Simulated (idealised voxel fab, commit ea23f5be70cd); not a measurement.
Presented below is a process module, voxel self aligned contacts.
Square cell edge 5 nm, section width 300 nm, ID cut.
For the purposes of this document, a cross-section shall be understood as a grid of square cells, specified as bands listed in top-to-bottom order, each band consisting of one or more rows of cells.
Heads up on the band format: heights come first, top then bottom, in nm. After that it's the materials left to right, each with its width in nm. A single material flagged "edge to edge" fills the whole band edge to edge, and "air" means there's empty space there.
For the purposes of this specification, 0 denotes the height below which the wafer in its as-received condition is composed wholly of one material, and the lowermost band, lacking a lower limit, extends downward without end, as expressed in "0 nm and below".
The expression "30->40" gives the width at the extremes of the band, the first number at its top row of cells and the second at its bottom row, with the width changing by equal amounts from each row to the next in between.
You'll sometimes find "no change occurred" written for a step, and that's the way of saying that nowhere in the cross-section did a cell change during that step.
"Sealed internal voids": empty spaces of 8 cells or more with no open way to the top, each given as width x height at distance, distance from the left edge, all in nm.
Read whatever lies past the settings on a step's line as the simulator's own remark about the step.
"overlay nm" denotes, for a step that has a mask, the displacement of the mask to the right of its planned place, with negative values corresponding to the left.

-- Process steps - plan
1) RECEIVE (material Si)
2) OXIDIZE (depth nm 5)
3) DIRECTIONAL_DEP (material polySi; thk nm 30)
4) DIRECTIONAL_DEP (material SiN; thk nm 15)
5) MASKED_ETCH (tone cover; mask id GATE; width nm 35; pitch nm 65; etch materials SiN; depth nm 15; overlay nm 0)
6) MASKED_ETCH (tone cover; mask id GATE; width nm 35; pitch nm 65; etch materials polySi; depth nm 30; overlay nm 0)
7) CONFORMAL_DEP (material SiN; thk nm 5)
8) DIRECTIONAL_ETCH (etch materials SiN; depth nm 5)
9) FILL_DEP (material SiO2; thk nm 10)
10) CMP (height nm 50)
11) DIRECTIONAL_DEP (material aC; thk nm 10)
12) PATTERN (tone open; mask id CONTACT; material resist; width nm 40; thk nm 25; overlay nm 0)
13) DIRECTIONAL_ETCH (etch materials aC; depth nm 10)
14) STRIP (etch materials resist)
15) DIRECTIONAL_ETCH (etch materials SiO2; depth nm 55)
16) STRIP (etch materials aC)
17) CONFORMAL_DEP (material TiN; thk nm 5)
18) FILL_DEP (material W; thk nm 10)
19) CMP (height nm 50)
20) CONFORMAL_DEP (material SiN; thk nm 5)

-- Shown in cross-section is the wafer as received, that is, as it stands after step 1
    0 nm and below | Si edge to edge
    Sealed internal voids: none

-- Looking at the first of two wafers in cross-section at end of module - ran to plan
    55 nm to 50 nm | SiN edge to edge
    50 nm to 45 nm | SiO2 (130), then TiN (15), then W (10), then TiN (15), then SiO2 (130)
    45 nm to 30 nm | SiO2 (95), then SiN (45), then TiN (5), then W (10), then TiN (5), then SiN (45), then SiO2 (95)
    30 nm to 0 nm | SiO2 (95), then SiN (5), then polySi (35), then SiN (5), then TiN (5), then W (10), then TiN (5), then SiN (5), then polySi (35), then SiN (5), then SiO2 (95)
    0 nm to -5 nm | SiO2 (140), then TiN (20), then SiO2 (140)
    -5 nm and below | Si edge to edge
    Sealed internal voids: none

-- Cross-section, wafer two of two, end of module: same start and plan as wafer one, one error in execution
    55 nm to 50 nm | SiN edge to edge
    50 nm to 45 nm | SiO2 (130), then TiN (15), then W (10), then TiN (15), then SiO2 (130)
    45 nm to 30 nm | SiO2 (95), then SiN (45), then TiN (5), then W (10), then TiN (5), then SiN (45), then SiO2 (95)
    30 nm to 25 nm | SiO2 (140), then TiN (20), then SiO2 (140)
    25 nm to 0 nm | polySi edge to edge
    0 nm and below | Si edge to edge
    Sealed internal voids: none
What was done differently from what was planned? steps 2 and 3 of the plan were run in the wrong order, each in the other's place
It is noted that, at the conclusion of processing, the second wafer exhibits a higher or lower cell count for certain materials relative to the first: Si +60; SiN -24; SiO2 -228; TiN -12; W -12; polySi +216
